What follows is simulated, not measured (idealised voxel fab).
Name of the process module below: voxel released beams
cross-section cut | 270 nm wide | cells 5 nm
In what follows, cross-sections appear as grids of square cells, described through bands that run from the top down, where every band is one or more rows of cells.
Band: top and bottom heights (nm) first, top before bottom; then materials from left to right, widths in nm. "throughout" marks a sole material filling the band edge to edge. "blank" denotes empty space.
The level at which height equals 0 is the one under which the wafer, as it arrives, is entirely one material. No lower edge exists for the bottom band, which continues downward and is notated as in "0..down".
You'd read "30 to 40" like this: the band's top row of cells is as wide as the first number, its bottom row is as wide as the second, and going down, every row changes width by the same amount as the row before did.
It should be understood that the words "remained the same", when stated for a given step, signify that the cross-section underwent no change in any of its cells during that step.
Voids not open to the top, 8 cells minimum: see "Entrapped voids". Written width x height at distance; distance is from the left edge; nm.
Anything after a step's settings on that line? It's the simulator's own note about the step.
"overlay nm" answers the question of how far to the right of plan the mask lay on a step that has a mask, and when it is negative the answer is to the left.
Process steps (planned):
step 1: op RECEIVE | material Si
step 2: op CONFORMAL_DEP | material Al2O3 | thk nm 5
step 3: op DIRECTIONAL_DEP | material SiO2 | thk nm 10
step 4: op MASKED_ETCH | tone open | mask id ANCHOR | width nm 25 | etch materials SiO2 | depth nm 10 | overlay nm 0
step 5: op CONFORMAL_DEP | material W | thk nm 10
step 6: op MASKED_ETCH | tone cover | mask id BEAM | width nm 105 | etch materials W | depth nm 10 | overlay nm 0
step 7: op STRIP | etch materials SiO2
As received (post step 1): cross-section:
- 0..down  Si throughout
- Entrapped voids: none
Cross-section at module end, one run error; start and plan unchanged from above:
- 15..5  blank: 85, W: 10, blank: 5, W: 10, blank: 160
- 5..0  Al2O3 throughout
- 0..down  Si throughout
- Entrapped voids: none
The plan and the run diverged here: rather than as planned, step 6 actually ran as op MASKED_ETCH | tone open | mask id BEAM | width nm 105 | etch materials W | depth nm 10 | overlay nm 0
